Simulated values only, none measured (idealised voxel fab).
The document below concerns the process module designated voxel spacer lines.
Square cell edge 5 nm, section width 300 nm, ID cut.
Format of a cross-section: grid, square cells. Given as bands. Order: top down. Band: one or more rows of cells. Per band: top height and bottom height in nm, followed by the left-to-right materials and their widths in nm; "edge to edge" marks a single material spanning edge to edge, "air" marks empty space. All heights in this document are referenced to 0, defined as the level beneath which the wafer, as received, consists entirely of one material. The lowest band is not bounded below; it extends indefinitely downward and is written in the form "0 down". A width such as "30..40" changes by the same amount from each row of cells to the next, from the band's top row to its bottom row. Key: "nothing was modified" - step with no changed cell in the cross-section. For the entry "Closed void listing", the listed items are empty spaces with no open way to the top whose size is 8 cells or more; each item follows the pattern width x height at distance, where distance is from the left edge and all three are in nm. That trailing text on a step's line, after the settings, is the simulator's own remark on the step. overlay nm: right-of-plan distance of the mask on a masked step; negative values mean left-of-plan.

The steps planned for the process are as follows
- 1: RECEIVE with material Si
- 2: CONFORMAL_DEP with material Al2O3, thk nm 5
- 3: DIRECTIONAL_DEP with material polySi, thk nm 10
- 4: DIRECTIONAL_DEP with material aC, thk nm 25
- 5: PATTERN with tone cover, mask id MANDREL, material resist, width nm 15, pitch nm 60, thk nm 30, overlay nm 0
- 6: DIRECTIONAL_ETCH with etch materials aC, depth nm 25
- 7: STRIP with etch materials resist
- 8: CONFORMAL_DEP with material SiN, thk nm 15
- 9: DIRECTIONAL_ETCH with etch materials SiN, depth nm 15
- 10: STRIP with etch materials aC
- 11: DIRECTIONAL_ETCH with etch materials polySi, depth nm 10
- 12: STRIP with etch materials SiN
- 13: FILL_DEP with material lowk, thk nm 10
- 14: CMP with height nm 15
Where the wafers of this document differ is in the width nm of step 5; they start out the same, and the plan states the value that applied to the first wafer.

Cross-sectional view of the first of several wafers in the as-received condition, corresponding to the state following step 1
> 0 down: Si edge to edge
> Closed void listing: none

The cross-section of the first of several wafers is given below for the end of the module, after its final step, step 14
> 15 to 5: lowk=95 | polySi=15 | lowk=15 | polySi=15 | lowk=15 | polySi=15 | lowk=15 | polySi=15 | lowk=100
> 5 to 0: Al2O3 edge to edge
> 0 down: Si edge to edge
> Closed void listing: none

Cross-section, module end, final of several wafers
> 15 to 5: lowk=90 | polySi=15 | lowk=30 | polySi=30 | lowk=30 | polySi=15 | lowk=90
> 5 to 0: Al2O3 edge to edge
> 0 down: Si edge to edge
> Closed void listing: none

Table: wafers, a row each; end-of-module cell change per material since receipt, gain (+), loss (-); then closed voids
width nm 15, +60 Al2O3, +96 lowk, +24 polySi, Closed void listing: none
width nm 20, +60 Al2O3, +96 lowk, +24 polySi, Closed void listing: none
width nm 25, +60 Al2O3, +96 lowk, +24 polySi, Closed void listing: none
width nm 30, +60 Al2O3, +96 lowk, +24 polySi, Closed void listing: none
